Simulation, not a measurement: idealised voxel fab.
voxel ribs on slabs: a process module
Square cells of 5 nm make up the cross-section cut, whose width is 160 nm.
In what follows, cross-sections appear as grids of square cells, described through bands that run from the top down, where every band is one or more rows of cells.
It is stipulated that each band's entry specify, in nanometres, the height of the top of the band and then that of its bottom, followed by the materials of the band in left-to-right sequence, each together with its width in nanometres. A single material marked by the word "all across" is understood to fill the band from edge to edge; the word "empty" is understood to denote empty space.
A quick word on heights: they are counted from 0, and under that level the wafer as it came to us is one material throughout. The lowest band is different from the rest in having no bottom; it simply continues downward, written as in "0 -> down".
The two numbers in a width such as "30 to 40" mark its ends across the band: the first belongs to the top row of cells, the second to the bottom row, and from each row to the next the width moves by the same amount.
Reading "no alterations made" for a step: not a cell of the cross-section changed in it.
Each empty space that has no open way to the top and spans at least 8 cells appears under "Closed void entries" as width x height at distance, the distance counted from the left edge, all in nm.
On each step's line, the part that comes after the settings is the simulator's own comment on the step.
The "overlay nm" setting may appear on a step's line; for a step that uses a mask, it gives how far to the right of its planned position the mask lay, and a negative value indicates the left.

-- The steps planned for the process are as follows
step 1: RECEIVE: material Si
step 2: DIRECTIONAL_DEP: material SiO2, thk nm 25
step 3: DIRECTIONAL_DEP: material polySi, thk nm 20
step 4: MASKED_ETCH: tone cover, mask id RIB, width nm 20, etch materials polySi, depth nm 5, overlay nm 0
step 5: DIRECTIONAL_DEP: material aC, thk nm 10
step 6: PATTERN: tone cover, mask id SLAB, material resist, width nm 50, thk nm 25, overlay nm 0
step 7: DIRECTIONAL_ETCH: etch materials aC, depth nm 10
step 8: STRIP: etch materials resist
step 9: DIRECTIONAL_ETCH: etch materials polySi, depth nm 15
step 10: STRIP: etch materials aC
step 11: FILL_DEP: material SiO2, thk nm 25
step 12: CMP: height nm 60
step 13: DIRECTIONAL_DEP: material TiN, thk nm 5
step 14: DIRECTIONAL_DEP: material aC, thk nm 15
step 15: PATTERN: tone cover, mask id HEATER, material resist, width nm 30, thk nm 30, overlay nm 0
step 16: DIRECTIONAL_ETCH: etch materials aC, depth nm 15
step 17: STRIP: etch materials resist
step 18: DIRECTIONAL_ETCH: etch materials TiN, depth nm 5
step 19: STRIP: etch materials aC
step 20: CONFORMAL_DEP: material SiN, thk nm 10

-- Delivered wafer in cross-section: state after step 1
* 0 -> down | Si all across
* Closed void entries: none

-- Result of the module, cross-sectioned: start per above, plan per above, one error in how it was run
* 65 -> 60 | 65 nm empty, then 30 nm TiN, then 65 nm empty
* 60 -> 45 | SiO2 all across
* 45 -> 40 | 70 nm SiO2, then 20 nm polySi, then 70 nm SiO2
* 40 -> 25 | 55 nm SiO2, then 50 nm polySi, then 55 nm SiO2
* 25 -> 0 | SiO2 all across
* 0 -> down | Si all across
* Closed void entries: none
The plan and the run diverged here: step 20 of the plan did not run at all; it was left out
